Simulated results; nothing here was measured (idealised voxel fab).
Title: Process Module voxel self aligned vias
Cross-section cut spans 270 nm and uses square cells 5 nm in size.
Reading order for cross-sections: top band down to bottom band. Underlying form: a grid of square cells. Band size: one or more rows of cells.
First you get the band's top height and its bottom height, in nm, and then the materials it's made of, left to right, with each width in nm. If you see a single material with "full width", that one covers the band edge to edge. "empty" is empty space.
It should be noted that heights are counted from 0, beneath which the wafer as supplied is of one material throughout, and that the lowest band possesses no lower boundary but continues downward, as written in "0 -> down".
You'd read "30 to 40" like this: the band's top row of cells is as wide as the first number, its bottom row is as wide as the second, and going down, every row changes width by the same amount as the row before did.
"no change occurred" -> step changed no cross-section cell.
The list in "Trapped cavities" covers empty spaces of 8 cells or more that cannot reach the top through any open way, and it gives each as width x height at distance; the distance is from the left edge, and width, height and distance are in nm.
Post-settings text on a step line: simulator's own remark regarding the step.
"overlay nm" on a masked step: distance the mask lay right of its planned place, negative for left.
Below you will find pairs of cross-sections. In each, one shows the wafer before one process step and the other after it, with the after view ending at the lowest band that changed. Under each pair is the step separating them, along with its settings. Do not assume the pairs form a chain: they can come from different runs of this module on the same starting wafer, and a pair continues from the pair above it only when its "Before this step" entry says so.
-- Before this step
55 -> 50 = 105 nm TiN, 10 nm empty, 40 nm TiN, 10 nm empty, 105 nm TiN
50 -> 25 = 100 nm lowk, 5 nm TiN, 10 nm empty, 5 nm TiN, 30 nm lowk, 5 nm TiN, 10 nm empty, 5 nm TiN, 100 nm lowk
25 -> 20 = 100 nm lowk, 20 nm TiN, 30 nm lowk, 20 nm TiN, 100 nm lowk
20 -> 15 = W full width
15 -> 0 = SiO2 full width
0 -> down = Si full width
Trapped cavities: none
-- Structure After Step
65 -> 55 = Ru full width
55 -> 50 = 105 nm TiN, 10 nm Ru, 40 nm TiN, 10 nm Ru, 105 nm TiN
50 -> 25 = 100 nm lowk, 5 nm TiN, 10 nm Ru, 5 nm TiN, 30 nm lowk, 5 nm TiN, 10 nm Ru, 5 nm TiN, 100 nm lowk
Heights below 25 show no change.
Trapped cavities: none
Intermediate step for the cross-sections above: FILL_DEP: material Ru, thk nm 10
Before this step: refer to the pair immediately above; the cross-section shown after its step is the state before this one.
-- Structure After Step
50 -> 25 = 100 nm lowk, 5 nm TiN, 10 nm Ru, 5 nm TiN, 30 nm lowk, 5 nm TiN, 10 nm Ru, 5 nm TiN, 100 nm lowk
Heights below 25 show no change.
Trapped cavities: none
Intermediate step for the cross-sections above: CMP: height nm 50
Before this step: refer to the pair immediately above; the cross-section shown after its step is the state before this one.
-- Structure After Step
50 -> 40 = 100 nm lowk, 20 nm empty, 30 nm lowk, 20 nm empty, 100 nm lowk
Heights below 40 show no change.
Trapped cavities: none
Intermediate step for the cross-sections above: SELECTIVE_ETCH: etch materials W Ru TiN, depth nm 10
Before this step: refer to the pair immediately above; the cross-section shown after its step is the state before this one.
-- Structure After Step
55 -> 50 = SiN full width
50 -> 40 = 100 nm lowk, 20 nm SiN, 30 nm lowk, 20 nm SiN, 100 nm lowk
Heights below 40 show no change.
Trapped cavities: none
Intermediate step for the cross-sections above: FILL_DEP: material SiN, thk nm 5
Before this step: refer to the pair immediately above; the cross-section shown after its step is the state before this one.
-- Structure After Step
50 -> 40 = 100 nm lowk, 20 nm SiN, 30 nm lowk, 20 nm SiN, 100 nm lowk
Heights below 40 show no change.
Trapped cavities: none
Intermediate step for the cross-sections above: CMP: height nm 50
Before this step: refer to the pair immediately above; the cross-section shown after its step is the state before this one.
-- Structure After Step
70 -> 50 = lowk full width
Heights below 50 show no change.
Trapped cavities: none
Intermediate step for the cross-sections above: DIRECTIONAL_DEP: material lowk, thk nm 20
Before this step: refer to the pair immediately above; the cross-section shown after its step is the state before this one.
-- Structure After Step
85 -> 70 = aC full width
Heights below 70 show no change.
Trapped cavities: none
Intermediate step for the cross-sections above: DIRECTIONAL_DEP: material aC, thk nm 15
Before this step: refer to the pair immediately above; the cross-section shown after its step is the state before this one.
-- Structure After Step
120 -> 85 = 95 nm resist, 30 nm empty, 20 nm resist, 30 nm empty, 95 nm resist
Heights below 85 show no change.
Trapped cavities: none
Intermediate step for the cross-sections above: PATTERN: tone open, mask id VIAS, material resist, width nm 30, pitch nm 50, thk nm 35, overlay nm 0
Before this step: refer to the pair immediately above; the cross-section shown after its step is the state before this one.
-- Structure After Step
105 -> 85 = 95 nm resist, 30 nm empty, 20 nm resist, 30 nm empty, 95 nm resist
85 -> 70 = 95 nm aC, 30 nm empty, 20 nm aC, 30 nm empty, 95 nm aC
Heights below 70 show no change.
Trapped cavities: none
Intermediate step for the cross-sections above: DIRECTIONAL_ETCH: etch materials aC, depth nm 15
Before this step: refer to the pair immediately above; the cross-section shown after its step is the state before this one.
-- Structure After Step
85 -> 70 = 95 nm aC, 30 nm empty, 20 nm aC, 30 nm empty, 95 nm aC
Heights below 70 show no change.
Trapped cavities: none
Intermediate step for the cross-sections above: STRIP: etch materials resist
Before this step: refer to the pair immediately above; the cross-section shown after its step is the state before this one.
-- Structure After Step
85 -> 70 = 95 nm aC, 30 nm empty, 20 nm aC, 30 nm empty, 95 nm aC
70 -> 50 = 95 nm lowk, 30 nm empty, 20 nm lowk, 30 nm empty, 95 nm lowk
Heights below 50 show no change.
Trapped cavities: none
Intermediate step for the cross-sections above: DIRECTIONAL_ETCH: etch materials lowk, depth nm 20
Before this step: refer to the pair immediately above; the cross-section shown after its step is the state before this one.
-- Structure After Step
85 -> 70 = 95 nm aC, 30 nm empty, 20 nm aC, 30 nm empty, 95 nm aC
70 -> 50 = 95 nm lowk, 30 nm empty, 20 nm lowk, 30 nm empty, 95 nm lowk
50 -> 40 = 100 nm lowk, 20 nm empty, 30 nm lowk, 20 nm empty, 100 nm lowk
Heights below 40 show no change.
Trapped cavities: none
Intermediate step for the cross-sections above: DIRECTIONAL_ETCH: etch materials SiN, depth nm 10
Before this step: refer to the pair immediately above; the cross-section shown after its step is the state before this one.
-- Structure After Step
70 -> 50 = 95 nm lowk, 30 nm empty, 20 nm lowk, 30 nm empty, 95 nm lowk
Heights below 50 show no change.
Trapped cavities: none
Intermediate step for the cross-sections above: STRIP: etch materials aC
Before this step: refer to the pair immediately above; the cross-section shown after its step is the state before this one.
-- Structure After Step
75 -> 70 = 100 nm TiN, 20 nm empty, 30 nm TiN, 20 nm empty, 100 nm TiN
70 -> 55 = 95 nm lowk, 5 nm TiN, 20 nm empty, 5 nm TiN, 20 nm lowk, 5 nm TiN, 20 nm empty, 5 nm TiN, 95 nm lowk
55 -> 45 = 95 to 100 nm lowk, 10 to 5 nm TiN, 10 nm empty, 10 to 5 nm TiN, 20 to 30 nm lowk, 10 to 5 nm TiN, 10 nm empty, 10 to 5 nm TiN, 95 to 100 nm lowk
45 -> 40 = 100 nm lowk, 20 nm TiN, 30 nm lowk, 20 nm TiN, 100 nm lowk
Heights below 40 show no change.
Trapped cavities: none
Intermediate step for the cross-sections above: CONFORMAL_DEP: material TiN, thk nm 5
Before this step: refer to the pair immediately above; the cross-section shown after its step is the state before this one.
-- Structure After Step
85 -> 75 = W full width
75 -> 70 = 100 nm TiN, 20 nm W, 30 nm TiN, 20 nm W, 100 nm TiN
70 -> 55 = 95 nm lowk, 5 nm TiN, 20 nm W, 5 nm TiN, 20 nm lowk, 5 nm TiN, 20 nm W, 5 nm TiN, 95 nm lowk
55 -> 45 = 95 to 100 nm lowk, 10 to 5 nm TiN, 10 nm W, 10 to 5 nm TiN, 20 to 30 nm lowk, 10 to 5 nm TiN, 10 nm W, 10 to 5 nm TiN, 95 to 100 nm lowk
Heights below 45 show no change.
Trapped cavities: none
Intermediate step for the cross-sections above: FILL_DEP: material W, thk nm 10
Before this step: refer to the pair immediately above; the cross-section shown after its step is the state before this one.
-- Structure After Step
70 -> 55 = 95 nm lowk, 5 nm TiN, 20 nm W, 5 nm TiN, 20 nm lowk, 5 nm TiN, 20 nm W, 5 nm TiN, 95 nm lowk
Heights below 55 show no change.
Trapped cavities: none
Intermediate step for the cross-sections above: CMP: height nm 70
Before this step: refer to the pair immediately above; the cross-section shown after its step is the state before this one.
-- Structure After Step
75 -> 70 = SiN full width
Heights below 70 show no change.
Trapped cavities: none
Intermediate step for the cross-sections above: CONFORMAL_DEP: material SiN, thk nm 5
-- Before this step
60 -> 50 = aC full width
50 -> 20 = lowk full width
20 -> 15 = SiCN full width
15 -> 0 = SiO2 full width
0 -> down = Si full width
Trapped cavities: none
-- Structure After Step
90 -> 60 = 100 nm empty, 20 nm resist, 30 nm empty, 20 nm resist, 100 nm empty
Heights below 60 show no change.
Trapped cavities: none
Intermediate step for the cross-sections above: PATTERN: tone cover, mask id LINES, material resist, width nm 20, pitch nm 50, thk nm 30, overlay nm 0
Before this step: refer to the pair immediately above; the cross-section shown after its step is the state before this one.
-- Structure After Step
80 -> 60 = 100 nm empty, 20 nm resist, 30 nm empty, 20 nm resist, 100 nm empty
60 -> 50 = 100 nm empty, 20 nm aC, 30 nm empty, 20 nm aC, 100 nm empty
Heights below 50 show no change.
Trapped cavities: none
Intermediate step for the cross-sections above: DIRECTIONAL_ETCH: etch materials aC, depth nm 10
Before this step: refer to the pair immediately above; the cross-section shown after its step is the state before this one.
-- Structure After Step
60 -> 50 = 100 nm empty, 20 nm aC, 30 nm empty, 20 nm aC, 100 nm empty
Heights below 50 show no change.
Trapped cavities: none
Intermediate step for the cross-sections above: STRIP: etch materials resist
Before this step: refer to the pair immediately above; the cross-section shown after its step is the state before this one.
-- Structure After Step
60 -> 50 = 100 nm empty, 20 nm aC, 30 nm empty, 20 nm aC, 100 nm empty
50 -> 20 = 100 nm empty, 20 nm lowk, 30 nm empty, 20 nm lowk, 100 nm empty
Heights below 20 show no change.
Trapped cavities: none
Intermediate step for the cross-sections above: DIRECTIONAL_ETCH: etch materials lowk, depth nm 30
Before this step: refer to the pair immediately above; the cross-section shown after its step is the state before this one.
-- Structure After Step
50 -> 20 = 100 nm empty, 20 nm lowk, 30 nm empty, 20 nm lowk, 100 nm empty
Heights below 20 show no change.
Trapped cavities: none
Intermediate step for the cross-sections above: STRIP: etch materials aC
Before this step: refer to the pair immediately above; the cross-section shown after its step is the state before this one.
-- Structure After Step
55 -> 50 = 95 nm empty, 30 nm TiN, 20 nm empty, 30 nm TiN, 95 nm empty
50 -> 25 = 95 nm empty, 5 nm TiN, 20 nm lowk, 5 nm TiN, 20 nm empty, 5 nm TiN, 20 nm lowk, 5 nm TiN, 95 nm empty
25 -> 20 = 100 nm TiN, 20 nm lowk, 30 nm TiN, 20 nm lowk, 100 nm TiN
Heights below 20 show no change.
Trapped cavities: none
Intermediate step for the cross-sections above: CONFORMAL_DEP: material TiN, thk nm 5
Before this step: refer to the pair immediately above; the cross-section shown after its step is the state before this one.
-- Structure After Step
65 -> 55 = Ru full width
55 -> 50 = 95 nm Ru, 30 nm TiN, 20 nm Ru, 30 nm TiN, 95 nm Ru
50 -> 25 = 95 nm Ru, 5 nm TiN, 20 nm lowk, 5 nm TiN, 20 nm Ru, 5 nm TiN, 20 nm lowk, 5 nm TiN, 95 nm Ru
Heights below 25 show no change.
Trapped cavities: none
Intermediate step for the cross-sections above: FILL_DEP: material Ru, thk nm 10
Before this step: refer to the pair immediately above; the cross-section shown after its step is the state before this one.
-- Structure After Step
50 -> 25 = 95 nm Ru, 5 nm TiN, 20 nm lowk, 5 nm TiN, 20 nm Ru, 5 nm TiN, 20 nm lowk, 5 nm TiN, 95 nm Ru
Heights below 25 show no change.
Trapped cavities: none
Intermediate step for the cross-sections above: CMP: height nm 50
Before this step: refer to the pair immediately above; the cross-section shown after its step is the state before this one.
-- Structure After Step
50 -> 40 = 100 nm empty, 20 nm lowk, 30 nm empty, 20 nm lowk, 100 nm empty
Heights below 40 show no change.
Trapped cavities: none
Intermediate step for the cross-sections above: SELECTIVE_ETCH: etch materials W Ru TiN, depth nm 10
Before this step: refer to the pair immediately above; the cross-section shown after its step is the state before this one.
-- Structure After Step
55 -> 50 = SiN full width
50 -> 40 = 100 nm SiN, 20 nm lowk, 30 nm SiN, 20 nm lowk, 100 nm SiN
Heights below 40 show no change.
Trapped cavities: none
Intermediate step for the cross-sections above: FILL_DEP: material SiN, thk nm 5
Before this step: refer to the pair immediately above; the cross-section shown after its step is the state before this one.
-- Structure After Step
50 -> 40 = 100 nm SiN, 20 nm lowk, 30 nm SiN, 20 nm lowk, 100 nm SiN
Heights below 40 show no change.
Trapped cavities: none
Intermediate step for the cross-sections above: CMP: height nm 50
Before this step: refer to the pair immediately above; the cross-section shown after its step is the state before this one.
-- Structure After Step
70 -> 50 = lowk full width
Heights below 50 show no change.
Trapped cavities: none
Intermediate step for the cross-sections above: DIRECTIONAL_DEP: material lowk, thk nm 20
Before this step: refer to the pair immediately above; the cross-section shown after its step is the state before this one.
-- Structure After Step
85 -> 70 = aC full width
Heights below 70 show no change.
Trapped cavities: none
Intermediate step for the cross-sections above: DIRECTIONAL_DEP: material aC, thk nm 15
Before this step: refer to the pair immediately above; the cross-section shown after its step is the state before this one.
-- Structure After Step
120 -> 85 = 95 nm resist, 30 nm empty, 20 nm resist, 30 nm empty, 95 nm resist
Heights below 85 show no change.
Trapped cavities: none
Intermediate step for the cross-sections above: PATTERN: tone open, mask id VIAS, material resist, width nm 30, pitch nm 50, thk nm 35, overlay nm 0
Before this step: refer to the pair immediately above; the cross-section shown after its step is the state before this one.
-- Structure After Step
105 -> 85 = 95 nm resist, 30 nm empty, 20 nm resist, 30 nm empty, 95 nm resist
85 -> 70 = 95 nm aC, 30 nm empty, 20 nm aC, 30 nm empty, 95 nm aC
Heights below 70 show no change.
Trapped cavities: none
Intermediate step for the cross-sections above: DIRECTIONAL_ETCH: etch materials aC, depth nm 15
Before this step: refer to the pair immediately above; the cross-section shown after its step is the state before this one.
-- Structure After Step
85 -> 70 = 95 nm aC, 30 nm empty, 20 nm aC, 30 nm empty, 95 nm aC
Heights below 70 show no change.
Trapped cavities: none
Intermediate step for the cross-sections above: STRIP: etch materials resist
Before this step: refer to the pair immediately above; the cross-section shown after its step is the state before this one.
-- Structure After Step
85 -> 70 = 95 nm aC, 30 nm empty, 20 nm aC, 30 nm empty, 95 nm aC
70 -> 50 = 95 nm lowk, 30 nm empty, 20 nm lowk, 30 nm empty, 95 nm lowk
Heights below 50 show no change.
Trapped cavities: none
Intermediate step for the cross-sections above: DIRECTIONAL_ETCH: etch materials lowk, depth nm 20
Before this step: refer to the pair immediately above; the cross-section shown after its step is the state before this one.
-- Structure After Step
85 -> 70 = 95 nm aC, 30 nm empty, 20 nm aC, 30 nm empty, 95 nm aC
70 -> 50 = 95 nm lowk, 30 nm empty, 20 nm lowk, 30 nm empty, 95 nm lowk
50 -> 40 = 95 nm SiN, 5 nm empty, 20 nm lowk, 5 nm empty, 20 nm SiN, 5 nm empty, 20 nm lowk, 5 nm empty, 95 nm SiN
Heights below 40 show no change.
Trapped cavities: none
Intermediate step for the cross-sections above: DIRECTIONAL_ETCH: etch materials SiN, depth nm 10
Before this step: refer to the pair immediately above; the cross-section shown after its step is the state before this one.
-- Structure After Step
70 -> 50 = 95 nm lowk, 30 nm empty, 20 nm lowk, 30 nm empty, 95 nm lowk
Heights below 50 show no change.
Trapped cavities: none
Intermediate step for the cross-sections above: STRIP: etch materials aC
Before this step: refer to the pair immediately above; the cross-section shown after its step is the state before this one.
-- Structure After Step
75 -> 70 = 100 nm TiN, 20 nm empty, 30 nm TiN, 20 nm empty, 100 nm TiN
70 -> 55 = 95 nm lowk, 5 nm TiN, 20 nm empty, 5 nm TiN, 20 nm lowk, 5 nm TiN, 20 nm empty, 5 nm TiN, 95 nm lowk
55 -> 50 = 95 nm lowk, 30 nm TiN, 20 nm lowk, 30 nm TiN, 95 nm lowk
50 -> 40 = 95 nm SiN, 5 nm TiN, 20 nm lowk, 5 nm TiN, 20 nm SiN, 5 nm TiN, 20 nm lowk, 5 nm TiN, 95 nm SiN
Heights below 40 show no change.
Trapped cavities: none
Intermediate step for the cross-sections above: CONFORMAL_DEP: material TiN, thk nm 5
Before this step: refer to the pair immediately above; the cross-section shown after its step is the state before this one.
-- Structure After Step
85 -> 75 = W full width
75 -> 70 = 100 nm TiN, 20 nm W, 30 nm TiN, 20 nm W, 100 nm TiN
70 -> 55 = 95 nm lowk, 5 nm TiN, 20 nm W, 5 nm TiN, 20 nm lowk, 5 nm TiN, 20 nm W, 5 nm TiN, 95 nm lowk
Heights below 55 show no change.
Trapped cavities: none
Intermediate step for the cross-sections above: FILL_DEP: material W, thk nm 10
Before this step: refer to the pair immediately above; the cross-section shown after its step is the state before this one.
-- Structure After Step
70 -> 55 = 95 nm lowk, 5 nm TiN, 20 nm W, 5 nm TiN, 20 nm lowk, 5 nm TiN, 20 nm W, 5 nm TiN, 95 nm lowk
Heights below 55 show no change.
Trapped cavities: none
Intermediate step for the cross-sections above: CMP: height nm 70
Before this step: refer to the pair immediately above; the cross-section shown after its step is the state before this one.
-- Structure After Step
75 -> 70 = SiN full width
Heights below 70 show no change.
Trapped cavities: none
Intermediate step for the cross-sections above: CONFORMAL_DEP: material SiN, thk nm 5
